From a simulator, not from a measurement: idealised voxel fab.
Proc. module: voxel ribs on slabs
cross-section cut | 145 nm wide | cells 5 nm
A cross-section is a grid of square cells, given in bands from the top down. A band is one or more rows of cells. Quick guide to a band line: top height, bottom height (nm) up front; then every material left to right with its width in nm. Only one material and it's marked "edge to edge"? Then it fills the band edge to edge. And "empty" just means empty space. Counting heights begins at 0, where everything beneath is, in the wafer as received, one material. The lowest band has no bottom; it goes on downwards, as "0..down" shows. The two numbers in a width such as "30->40" mark its ends across the band: the first belongs to the top row of cells, the second to the bottom row, and from each row to the next the width moves by the same amount. Where the words "no alteration" appear for a step, the cross-section shows no cell changed by that step; every cell remained as before. Heads up: "Enclosed empty spaces" only lists the empty pockets with no open path to the top that are 8 cells or more, and it writes them as width x height at distance, distance from the left edge, in nm. It should be noted that, on the line of a given step, the content following the step's settings is a remark produced by the simulator itself with respect to that step. If you see "overlay nm" on a step's line and that step has a mask, it's telling you how far right of where it was planned the mask ended up; a negative number means it went left instead.
The process steps that were planned are listed below:
1. op RECEIVE | material Si
2. op DIRECTIONAL_DEP | material SiO2 | thk nm 25
3. op DIRECTIONAL_DEP | material SiN | thk nm 15
4. op PATTERN | tone cover | mask id RIB | material resist | width nm 25 | thk nm 20 | overlay nm 0
5. op DIRECTIONAL_ETCH | etch materials SiN | depth nm 5
6. op STRIP | etch materials resist
7. op PATTERN | tone cover | mask id SLAB | material resist | width nm 85 | thk nm 15 | overlay nm 0
8. op DIRECTIONAL_ETCH | etch materials SiN | depth nm 10
9. op STRIP | etch materials resist
10. op FILL_DEP | material SiO2 | thk nm 15
11. op CMP | height nm 50
12. op DIRECTIONAL_DEP | material W | thk nm 10
13. op PATTERN | tone cover | mask id HEATER | material resist | width nm 35 | thk nm 20 | overlay nm 0
14. op DIRECTIONAL_ETCH | etch materials W | depth nm 10
15. op STRIP | etch materials resist
16. op CONFORMAL_DEP | material SiO2 | thk nm 5
Incoming wafer in cross-section (state: after step 1):
> 0..down: Si edge to edge
> Enclosed empty spaces: none
As-planned run: cross-section of the first of two wafers at end of module:
> 65..60: empty 50 nm; SiO2 45 nm; empty 50 nm
> 60..55: empty 50 nm; SiO2 5 nm; W 35 nm; SiO2 5 nm; empty 50 nm
> 55..50: SiO2 55 nm; W 35 nm; SiO2 55 nm
> 50..40: SiO2 edge to edge
> 40..35: SiO2 60 nm; SiN 25 nm; SiO2 60 nm
> 35..25: SiO2 30 nm; SiN 85 nm; SiO2 30 nm
> 25..0: SiO2 edge to edge
> 0..down: Si edge to edge
> Enclosed empty spaces: none
What the second wafer looks like in cross-section once the module is done. Its start and its plan matched the first wafer's exactly; what differed was one mistake in how it was run:
> 65..60: empty 50 nm; SiO2 45 nm; empty 50 nm
> 60..55: empty 50 nm; SiO2 5 nm; W 35 nm; SiO2 5 nm; empty 50 nm
> 55..50: SiO2 55 nm; W 35 nm; SiO2 55 nm
> 50..40: SiO2 edge to edge
> 40..35: SiO2 60 nm; SiN 30 nm; SiO2 55 nm
> 35..25: SiO2 30 nm; SiN 85 nm; SiO2 30 nm
> 25..0: SiO2 edge to edge
> 0..down: Si edge to edge
> Enclosed empty spaces: none
Error vs. plan: so step 4 ended up running with a different setting than we planned, it ran as op PATTERN | tone cover | mask id RIB | material resist | width nm 30 | thk nm 20 | overlay nm 0
Final wafer comparison in cells, second versus first, more or fewer per material: SiN: 1 more; SiO2: 1 fewer
